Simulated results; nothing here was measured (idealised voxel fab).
Title: Process Module voxel self aligned contacts
In the cross-section labelled cut, the width is 185 nm and each square cell is 5 nm.
Format of a cross-section: grid, square cells. Given as bands. Order: top down. Band: one or more rows of cells.
This entry defines a band. It first specifies the height of the band's top and the height of its bottom in nm, and then specifies the band's materials from left to right, stating each material with its width in nm. The word "all across" identifies a single material that fills the band from edge to edge, while the word "air" identifies empty space.
Where do heights start? At 0: under that level the wafer as delivered is made of one material only. And the lowest band has no floor; it just carries on downward, as in "0 down".
Graded width ("30->40"): value in top row of band = first number; value in bottom row = second number; row-to-row change constant.
Any step labelled "nothing got changed" changed none of the cells in the cross-section.
"Enclosed void catalog" specifies each empty space that is not open to the top and that occupies no fewer than 8 cells, using the form width x height at distance, the distance measured from the left edge and all three quantities in nm.
Heads up: the bit after the settings on a step's line is the simulator's remark on that step.
overlay nm: for a step with a mask, the amount by which the mask lay right of where it was planned; a negative amount means left of it.

LISTED BELOW ARE THE PROCESS STEPS AS PLANNED
1: RECEIVE: material Si
2: CONFORMAL_DEP: material SiO2, thk nm 5
3: DIRECTIONAL_DEP: material polySi, thk nm 25
4: DIRECTIONAL_DEP: material SiN, thk nm 25
5: DIRECTIONAL_DEP: material aC, thk nm 15
6: PATTERN: tone cover, mask id GATE, material resist, width nm 30, pitch nm 75, thk nm 30, overlay nm 0
7: DIRECTIONAL_ETCH: etch materials aC, depth nm 15
8: STRIP: etch materials resist
9: DIRECTIONAL_ETCH: etch materials SiN, depth nm 25
10: DIRECTIONAL_ETCH: etch materials polySi, depth nm 25
11: STRIP: etch materials aC
12: CONFORMAL_DEP: material SiN, thk nm 10
13: DIRECTIONAL_ETCH: etch materials SiN, depth nm 10
14: FILL_DEP: material SiO2, thk nm 15
15: CMP: height nm 60
16: MASKED_ETCH: tone open, mask id CONTACT, width nm 55, etch materials SiO2, depth nm 60, overlay nm 0
17: CONFORMAL_DEP: material TiN, thk nm 5
18: FILL_DEP: material Ru, thk nm 10
19: CMP: height nm 60
20: CONFORMAL_DEP: material SiCN, thk nm 5

CROSS-SECTIONAL VIEW OF THE WAFER IN ITS AS-RECEIVED CONDITION, CORRESPONDING TO THE STATE AFTER STEP 1
	0 down: Si all across
	Enclosed void catalog: none

FIRST OF TWO WAFERS AT THE END OF THE MODULE, SHOWN IN CROSS-SECTION; RUN CARRIED OUT AS PLANNED
	65 to 60: SiCN all across
	60 to 55: SiO2 65 nm / TiN 20 nm / Ru 15 nm / TiN 20 nm / SiO2 65 nm
	55 to 30: SiO2 30 nm / SiN 50 nm / TiN 5 nm / Ru 15 nm / TiN 5 nm / SiN 50 nm / SiO2 30 nm
	30 to 5: SiO2 30 nm / SiN 10 nm / polySi 30 nm / SiN 10 nm / TiN 5 nm / Ru 15 nm / TiN 5 nm / SiN 10 nm / polySi 30 nm / SiN 10 nm / SiO2 30 nm
	5 to 0: SiO2 80 nm / TiN 25 nm / SiO2 80 nm
	0 down: Si all across
	Enclosed void catalog: none

SECOND WAFER CROSS-SECTION AT END OF MODULE - SHARED START AND PLAN WITH THE FIRST, ONE MISTAKE IN THE RUN
	65 to 60: SiCN all across
	60 to 55: SiO2 70 nm / TiN 15 nm / Ru 15 nm / TiN 20 nm / SiO2 65 nm
	55 to 30: SiO2 30 nm / SiN 50 nm / TiN 5 nm / Ru 15 nm / TiN 5 nm / SiN 50 nm / SiO2 30 nm
	30 to 5: SiO2 30 nm / SiN 10 nm / polySi 30 nm / SiN 10 nm / TiN 5 nm / Ru 15 nm / TiN 5 nm / SiN 10 nm / polySi 30 nm / SiN 10 nm / SiO2 30 nm
	5 to 0: SiO2 80 nm / TiN 25 nm / SiO2 80 nm
	0 down: Si all across
	Enclosed void catalog: none
Plan not followed: rather than as planned, step 16 actually ran as MASKED_ETCH: tone open, mask id CONTACT, width nm 50, etch materials SiO2, depth nm 60, overlay nm 0
Upon completion, the second wafer contains, in terms of cells, a greater or smaller amount of certain materials than the first wafer: +1 SiO2, -1 TiN
